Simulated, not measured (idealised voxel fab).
process module | voxel plated lines
cross-section cut | 240 nm wide | cells 5 nm
A cross-section is a grid of square cells, given in bands from the top down. A band is one or more rows of cells.
Each band's line starts with the height of the band's top and of its bottom, in nm. Then come its materials from left to right, each with its width in nm. One material with "throughout" fills the band from edge to edge. "air" is empty space.
Height 0 is the level under which the wafer as received is all one material. The lowest band goes on downwards, as in "0 down".
A width such as "30 to 40" changes by the same amount from each row of cells to the next, from the band's top row to its bottom row.
"no change" after a step means that no cell of the cross-section changed.
closed voids: empty space of 8 cells or more with no open way to the top, each as width x height at its distance from the left edge, in nm
after a step's settings: what the simulator itself notes on the step
overlay nm, on a step with a mask: how far to the right of its planned place the mask lay; to the left if negative
plan
1 op RECEIVE | material Si
2 op CONFORMAL_DEP | material SiN | thk nm 15
3 op DIRECTIONAL_DEP | material TiN | thk nm 5
4 op PATTERN | tone open | mask id LINES | material resist | width nm 20 | pitch nm 50 | thk nm 35 | overlay nm 0
5 op EPI | material Ru | thk nm 5
6 op EPI | material Ru | thk nm 5
7 op EPI | material Ru | thk nm 10
8 op STRIP | etch materials resist
9 op DIRECTIONAL_ETCH | etch materials TiN | depth nm 5
10 op CONFORMAL_DEP | material SiN | thk nm 10
first wafer, as planned
as received, after step 1
  0 down: Si throughout
  closed voids: none
after step 2
  15 to 0: SiN throughout
  below 0: unchanged
after step 3
  20 to 15: TiN throughout
  below 15: unchanged
after step 4
  55 to 20: resist 60 | air 20 | resist 30 | air 20 | resist 30 | air 20 | resist 60
  below 20: unchanged
after step 5
  55 to 25: resist 60 | air 20 | resist 30 | air 20 | resist 30 | air 20 | resist 60
  25 to 20: resist 60 | Ru 20 | resist 30 | Ru 20 | resist 30 | Ru 20 | resist 60
  below 20: unchanged
after step 6
  55 to 30: resist 60 | air 20 | resist 30 | air 20 | resist 30 | air 20 | resist 60
  30 to 20: resist 60 | Ru 20 | resist 30 | Ru 20 | resist 30 | Ru 20 | resist 60
  below 20: unchanged
after step 7
  55 to 40: resist 60 | air 20 | resist 30 | air 20 | resist 30 | air 20 | resist 60
  40 to 20: resist 60 | Ru 20 | resist 30 | Ru 20 | resist 30 | Ru 20 | resist 60
  below 20: unchanged
after step 8
  40 to 20: air 60 | Ru 20 | air 30 | Ru 20 | air 30 | Ru 20 | air 60
  below 20: unchanged
after step 9
  40 to 20: air 60 | Ru 20 | air 30 | Ru 20 | air 30 | Ru 20 | air 60
  20 to 15: air 60 | TiN 20 | air 30 | TiN 20 | air 30 | TiN 20 | air 60
  below 15: unchanged
after step 10
  50 to 40: air 50 | SiN 40 | air 10 | SiN 40 | air 10 | SiN 40 | air 50
  40 to 25: air 50 | SiN 10 | Ru 20 | SiN 10 | air 10 | SiN 10 | Ru 20 | SiN 10 | air 10 | SiN 10 | Ru 20 | SiN 10 | air 50
  25 to 20: SiN 60 | Ru 20 | SiN 30 | Ru 20 | SiN 30 | Ru 20 | SiN 60
  20 to 15: SiN 60 | TiN 20 | SiN 30 | TiN 20 | SiN 30 | TiN 20 | SiN 60
  below 15: unchanged
second wafer: like start, like plan, one mistake. Through step 1 it matches the first wafer
when step 2 should have ended
  30 to 0: SiN throughout
  below 0: unchanged
when step 3 should have ended
  35 to 30: TiN throughout
  below 30: unchanged
when step 4 should have ended
  70 to 35: resist 60 | air 20 | resist 30 | air 20 | resist 30 | air 20 | resist 60
  below 35: unchanged
when step 5 should have ended
  70 to 40: resist 60 | air 20 | resist 30 | air 20 | resist 30 | air 20 | resist 60
  40 to 35: resist 60 | Ru 20 | resist 30 | Ru 20 | resist 30 | Ru 20 | resist 60
  below 35: unchanged
when step 6 should have ended
  70 to 45: resist 60 | air 20 | resist 30 | air 20 | resist 30 | air 20 | resist 60
  45 to 35: resist 60 | Ru 20 | resist 30 | Ru 20 | resist 30 | Ru 20 | resist 60
  below 35: unchanged
when step 7 should have ended
  70 to 55: resist 60 | air 20 | resist 30 | air 20 | resist 30 | air 20 | resist 60
  55 to 35: resist 60 | Ru 20 | resist 30 | Ru 20 | resist 30 | Ru 20 | resist 60
  below 35: unchanged
when step 8 should have ended
  55 to 35: air 60 | Ru 20 | air 30 | Ru 20 | air 30 | Ru 20 | air 60
  below 35: unchanged
when step 9 should have ended
  55 to 35: air 60 | Ru 20 | air 30 | Ru 20 | air 30 | Ru 20 | air 60
  35 to 30: air 60 | TiN 20 | air 30 | TiN 20 | air 30 | TiN 20 | air 60
  below 30: unchanged
when step 10 should have ended
  65 to 55: air 50 | SiN 40 | air 10 | SiN 40 | air 10 | SiN 40 | air 50
  55 to 40: air 50 | SiN 10 | Ru 20 | SiN 10 | air 10 | SiN 10 | Ru 20 | SiN 10 | air 10 | SiN 10 | Ru 20 | SiN 10 | air 50
  40 to 35: SiN 60 | Ru 20 | SiN 30 | Ru 20 | SiN 30 | Ru 20 | SiN 60
  35 to 30: SiN 60 | TiN 20 | SiN 30 | TiN 20 | SiN 30 | TiN 20 | SiN 60
  below 30: unchanged
what went wrong: step 2 was run twice
at the end the second wafer has, in cells: 144 more of SiN
